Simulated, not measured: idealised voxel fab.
Module name: voxel wiring stack (process module)
For reference, the cross-section in this document is cut, with width 235 nm and square cells of 5 nm.
A cross-section is written here as square cells arranged in a grid, and it is given in bands from the top down, each band taking up one or more rows of cells. Heads up on the band format: heights come first, top then bottom, in nm. After that it's the materials left to right, each with its width in nm. A single material flagged "everywhere" fills the whole band edge to edge, and "air" means there's empty space there. All heights in this document are referenced to 0, defined as the level beneath which the wafer, as received, consists entirely of one material. The lowest band is not bounded below; it extends indefinitely downward and is written in the form "z 0 and below". You'd read "30..40" like this: the band's top row of cells is as wide as the first number, its bottom row is as wide as the second, and going down, every row changes width by the same amount as the row before did. Key: "changes: none" - step with no changed cell in the cross-section. In "Completely enclosed voids" the enclosed voids are listed, meaning empty spaces of 8 cells or larger without any opening to the top. The form is width x height at distance, distance from the left edge, units nm. Past the settings on a step's line: simulator remark, on that step. Among the settings permitted on a step's line is "overlay nm"; applied to a step with a mask, it specifies the extent to which the mask lay to the right of its planned position, whereas a negative figure signifies a position to the left.

## Process steps foreseen in the plan
1 RECEIVE, material Si
2 CONFORMAL_DEP, material SiO2, thk nm 15
3 DIRECTIONAL_DEP, material TiN, thk nm 5
4 DIRECTIONAL_DEP, material W, thk nm 15
5 PATTERN, tone cover, mask id METAL_1, material resist, width nm 25, pitch nm 55, thk nm 20, overlay nm 0
6 DIRECTIONAL_ETCH, etch materials W, depth nm 15
7 DIRECTIONAL_ETCH, etch materials TiN, depth nm 5
8 STRIP, etch materials resist
9 CONFORMAL_DEP, material SiN, thk nm 5
10 FILL_DEP, material lowk, thk nm 10
11 CMP, height nm 35
12 CONFORMAL_DEP, material SiCN, thk nm 5
13 DIRECTIONAL_DEP, material SiO2, thk nm 20
14 DIRECTIONAL_DEP, material aC, thk nm 10
15 PATTERN, tone open, mask id PLUG_1, material resist, width nm 15, pitch nm 110, thk nm 30, overlay nm 0
16 DIRECTIONAL_ETCH, etch materials aC, depth nm 10
17 STRIP, etch materials resist
18 DIRECTIONAL_ETCH, etch materials SiO2, depth nm 20
19 DIRECTIONAL_ETCH, etch materials SiCN, depth nm 5
20 STRIP, etch materials aC
21 CONFORMAL_DEP, material TiN, thk nm 5
22 FILL_DEP, material Ru, thk nm 5
23 CMP, height nm 60
24 DIRECTIONAL_DEP, material TiN, thk nm 5
25 DIRECTIONAL_DEP, material Ru, thk nm 25
26 PATTERN, tone cover, mask id METAL_2, material resist, width nm 25, pitch nm 55, thk nm 20, overlay nm 0
27 DIRECTIONAL_ETCH, etch materials Ru, depth nm 25
28 DIRECTIONAL_ETCH, etch materials TiN, depth nm 5
29 STRIP, etch materials resist
30 FILL_DEP, material SiO2, thk nm 5
31 CMP, height nm 90
32 CONFORMAL_DEP, material SiCN, thk nm 5
33 DIRECTIONAL_DEP, material lowk, thk nm 25
34 MASKED_ETCH, tone open, mask id METAL_3_HOLES, width nm 15, pitch nm 110, etch materials lowk, depth nm 25, overlay nm 0
35 PATTERN, tone open, mask id METAL_3, material resist, width nm 25, pitch nm 55, thk nm 20, overlay nm 0
36 DIRECTIONAL_ETCH, etch materials lowk, depth nm 15
37 DIRECTIONAL_ETCH, etch materials SiCN, depth nm 5
38 STRIP, etch materials resist
39 CONFORMAL_DEP, material TiN, thk nm 5
40 FILL_DEP, material Cu, thk nm 10
41 CMP, height nm 120
42 CONFORMAL_DEP, material SiCN, thk nm 5
43 DIRECTIONAL_DEP, material SiO2, thk nm 15
44 PATTERN, tone open, mask id PLUG_3, material resist, width nm 15, pitch nm 55, thk nm 20, overlay nm 0
45 DIRECTIONAL_ETCH, etch materials SiO2, depth nm 15
46 DIRECTIONAL_ETCH, etch materials SiCN, depth nm 5
47 STRIP, etch materials resist
48 EPI, material Ru, thk nm 10
49 EPI, material Ru, thk nm 10
50 CONFORMAL_DEP, material SiCN, thk nm 5
51 DIRECTIONAL_DEP, material lowk, thk nm 15
52 MASKED_ETCH, tone open, mask id METAL_4, width nm 25, pitch nm 55, etch materials lowk, depth nm 15, overlay nm 0
53 MASKED_ETCH, tone open, mask id METAL_4, width nm 25, pitch nm 55, etch materials SiCN, depth nm 5, overlay nm 0
54 CONFORMAL_DEP, material TiN, thk nm 5
55 FILL_DEP, material Cu, thk nm 10
56 CMP, height nm 160
57 EPI, material Ru, thk nm 5
58 FILL_DEP, material SiCN, thk nm 5

## Cross-section of the incoming wafer, state after step 1
> z 0 and below = Si everywhere
> Completely enclosed voids: none

## One mistake in running the module, otherwise start and plan as above: cross-section at the end
> z 170 to 165 = SiCN everywhere
> z 165 to 160 = SiCN: 15, then Ru: 35, then SiCN: 20, then Ru: 35, then SiCN: 20, then Ru: 35, then SiCN: 20, then Ru: 35, then SiCN: 20
> z 160 to 145 = lowk: 20, then TiN: 5, then Cu: 15, then TiN: 5, then lowk: 30, then TiN: 5, then Cu: 15, then TiN: 5, then lowk: 30, then TiN: 5, then Cu: 15, then TiN: 5, then lowk: 30, then TiN: 5, then Cu: 15, then TiN: 5, then lowk: 25
> z 145 to 140 = SiCN: 20, then TiN: 25, then SiCN: 30, then TiN: 25, then SiCN: 30, then TiN: 25, then SiCN: 30, then TiN: 25, then SiCN: 25
> z 140 to 125 = SiO2: 20, then Ru: 15, then SiO2: 40, then Ru: 15, then SiO2: 40, then Ru: 15, then SiO2: 40, then Ru: 15, then SiO2: 35
> z 125 to 120 = SiCN: 20, then Ru: 15, then SiCN: 40, then Ru: 15, then SiCN: 40, then Ru: 15, then SiCN: 40, then Ru: 15, then SiCN: 35
> z 120 to 110 = lowk: 20, then TiN: 5, then Cu: 15, then TiN: 5, then lowk: 30, then TiN: 5, then Cu: 15, then TiN: 5, then lowk: 30, then TiN: 5, then Cu: 15, then TiN: 5, then lowk: 30, then TiN: 5, then Cu: 15, then TiN: 5, then lowk: 25
> z 110 to 105 = lowk: 20, then TiN: 5, then Cu: 5, then TiN: 15, then lowk: 30, then TiN: 25, then lowk: 30, then TiN: 5, then Cu: 5, then TiN: 15, then lowk: 30, then TiN: 25, then lowk: 25
> z 105 to 95 = lowk: 20, then TiN: 5, then Cu: 5, then TiN: 5, then lowk: 95, then TiN: 5, then Cu: 5, then TiN: 5, then lowk: 90
> z 95 to 90 = SiCN: 20, then TiN: 15, then SiCN: 95, then TiN: 15, then SiCN: 90
> z 90 to 65 = SiO2: 20, then Ru: 25, then SiO2: 30, then Ru: 25, then SiO2: 30, then Ru: 25, then SiO2: 30, then Ru: 25, then SiO2: 25
> z 65 to 60 = SiO2: 20, then TiN: 25, then SiO2: 30, then TiN: 25, then SiO2: 30, then TiN: 25, then SiO2: 30, then TiN: 25, then SiO2: 25
> z 60 to 40 = Ru: 15, then TiN: 5, then SiO2: 15, then TiN: 5, then Ru: 85, then TiN: 5, then SiO2: 15, then TiN: 5, then Ru: 85
> z 40 to 35 = TiN: 20, then SiCN: 15, then TiN: 95, then SiCN: 15, then TiN: 90
> z 35 to 20 = lowk: 15, then SiN: 5, then W: 25, then SiN: 5, then lowk: 20, then SiN: 5, then W: 25, then SiN: 5, then lowk: 20, then SiN: 5, then W: 25, then SiN: 5, then lowk: 20, then SiN: 5, then W: 25, then SiN: 5, then lowk: 20
> z 20 to 15 = SiN: 20, then TiN: 25, then SiN: 30, then TiN: 25, then SiN: 30, then TiN: 25, then SiN: 30, then TiN: 25, then SiN: 25
> z 15 to 0 = SiO2 everywhere
> z 0 and below = Si everywhere
> Completely enclosed voids: none
What went wrong in running the wafer? step 15 changed vs plan, executed as PATTERN, tone cover, mask id PLUG_1, material resist, width nm 15, pitch nm 110, thk nm 30, overlay nm 0
